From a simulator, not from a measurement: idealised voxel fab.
Title: Process Module voxel wiring stack
Section shown: cut. Width: 295 nm. Cell size: 5 nm, square.
In this document a cross-section is written as a grid of square cells. It is given as a series of bands, listed from the top down, and a band is one or more rows of cells. Heights first: top, then bottom, in nm. Then materials, left to right, each with a width in nm. "all across" on a single material: fills the band edge to edge. "air": empty space. The reference from which all heights are counted is 0, the level beneath which the as-received wafer is entirely one material; the lowest band, having no lower bound, proceeds downward and is written after the example "top 0, no bottom". Width: "30 to 40" (first number = top row, second number = bottom row, same change from row to row of cells). What does "no alterations made" mean for a step? It means no cell of the cross-section changed in that step. Under "Enclosed cavity list" you'll find the enclosed gaps, the ones with no way out to the top, that are 8 cells or bigger; each reads width x height at distance, with distance counted from the left edge, everything in nm. after a step's settings: what the simulator itself notes on the step. For masked steps, "overlay nm" on the step line gives how far right of plan the mask actually lay; a minus sign means it lay to the left.
**These are the steps we planned for the process**
1 RECEIVE | material Si
2 CONFORMAL_DEP | material SiO2 | thk nm 10
3 DIRECTIONAL_DEP | material TiN | thk nm 5
4 DIRECTIONAL_DEP | material Ru | thk nm 15
5 PATTERN | tone cover | mask id METAL_1 | material resist | width nm 30 | pitch nm 60 | thk nm 20 | overlay nm 0
6 DIRECTIONAL_ETCH | etch materials Ru | depth nm 15
7 DIRECTIONAL_ETCH | etch materials TiN | depth nm 5
8 STRIP | etch materials resist
9 FILL_DEP | material SiO2 | thk nm 5
10 CMP | height nm 30
11 CONFORMAL_DEP | material SiCN | thk nm 5
12 DIRECTIONAL_DEP | material SiO2 | thk nm 20
13 MASKED_ETCH | tone open | mask id PLUG_1 | width nm 15 | pitch nm 120 | etch materials SiO2 | depth nm 20 | overlay nm 0
14 MASKED_ETCH | tone open | mask id PLUG_1 | width nm 15 | pitch nm 120 | etch materials SiCN | depth nm 5 | overlay nm 0
15 EPI | material Ru | thk nm 10
16 EPI | material Ru | thk nm 10
17 EPI | material Ru | thk nm 5
18 DIRECTIONAL_DEP | material TiN | thk nm 5
19 DIRECTIONAL_DEP | material Ru | thk nm 25
20 MASKED_ETCH | tone cover | mask id METAL_2 | width nm 30 | pitch nm 60 | etch materials Ru | depth nm 25 | overlay nm 0
21 MASKED_ETCH | tone cover | mask id METAL_2 | width nm 30 | pitch nm 60 | etch materials TiN | depth nm 5 | overlay nm 0
22 CONFORMAL_DEP | material SiCN | thk nm 5
23 FILL_DEP | material SiO2 | thk nm 5
24 CMP | height nm 85
25 CONFORMAL_DEP | material SiCN | thk nm 5
For this document, wafers share an identical start and vary in the step 3 thk nm; the plan quotes the first wafer's value.
**The first of several wafers as received, shown in cross-section; this is its state after step 1**
- top 0, no bottom  Si all across
- Enclosed cavity list: none
**Heads up, this table goes wafer by wafer. A row tells you, at the end of the module, how many cells of each material that wafer has put on (+) or dropped (-) since it was received, and then its closed voids**
thk nm 5 | +222 Ru | +187 SiCN | +605 SiO2 | +48 TiN | Enclosed cavity list: none
thk nm 10 | +198 Ru | +187 SiCN | +570 SiO2 | +107 TiN | Enclosed cavity list: none
thk nm 15 | +174 Ru | +187 SiCN | +535 SiO2 | +166 TiN | Enclosed cavity list: none
thk nm 20 | +150 Ru | +187 SiCN | +500 SiO2 | +225 TiN | Enclosed cavity list: none
